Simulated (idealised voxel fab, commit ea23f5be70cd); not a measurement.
voxel ribs on slabs: a process module
Displayed cross-section: cut, width of 230 nm, square cells sized 5 nm.
When this document writes out a cross-section, it uses a grid of square cells and lists it as bands, beginning at the top and moving down, with a band standing for one or more rows of cells. This entry defines a band. It first specifies the height of the band's top and the height of its bottom in nm, and then specifies the band's materials from left to right, stating each material with its width in nm. The word "full width" identifies a single material that fills the band from edge to edge, while the word "blank" identifies empty space. For the purposes of this specification, 0 denotes the height below which the wafer in its as-received condition is composed wholly of one material, and the lowermost band, lacking a lower limit, extends downward without end, as expressed in "0 -> down". Per-row width for "30 to 40": begins at first number (top row of band), ends at second number (bottom row), increment between rows held constant. Where the words "stayed the same" appear for a step, the cross-section shows no cell changed by that step; every cell remained as before. This entry, "Catalogued sealed voids", enumerates those empty regions of no fewer than 8 cells that possess no open connection to the top. Each region is reported in the form width x height at distance, the distance being taken from the left edge, with all three quantities expressed in nm. Text after the settings on a step's line: the simulator's own remark on that step. On any step carrying a mask, the "overlay nm" setting, if present on the step's line, tells how far right of its planned place the mask lay; negative values point to the left.
# Set out below are the planned steps of the process
1. RECEIVE (material Si)
2. DIRECTIONAL_DEP (material SiO2; thk nm 25)
3. DIRECTIONAL_DEP (material SiN; thk nm 20)
4. MASKED_ETCH (tone cover; mask id RIB; width nm 20; etch materials SiN; depth nm 10; overlay nm 0)
5. PATTERN (tone cover; mask id SLAB; material resist; width nm 80; thk nm 15; overlay nm 0)
6. DIRECTIONAL_ETCH (etch materials SiN; depth nm 10)
7. STRIP (etch materials resist)
8. FILL_DEP (material SiO2; thk nm 30)
9. CMP (height nm 65)
10. DIRECTIONAL_DEP (material TiN; thk nm 5)
11. PATTERN (tone cover; mask id HEATER; material resist; width nm 30; thk nm 20; overlay nm 0)
12. DIRECTIONAL_ETCH (etch materials TiN; depth nm 5)
13. STRIP (etch materials resist)
14. CONFORMAL_DEP (material SiO2; thk nm 10)
# Received-state cross-section, reflecting completion of step 1
- 0 -> down | Si full width
- Catalogued sealed voids: none
# What the wafer looks like in cross-section after this module, when it starts as shown above and follows the plan above but one mistake is made in running it
- 80 -> 75 | blank 90  SiO2 50  blank 90
- 75 -> 70 | SiO2 full width
- 70 -> 65 | SiO2 100  TiN 30  SiO2 100
- 65 -> 20 | SiO2 full width
- 20 -> 0 | SiN full width
- 0 -> down | Si full width
- Catalogued sealed voids: none
What was the processing mistake? sequence error: steps 2 and 3 interchanged
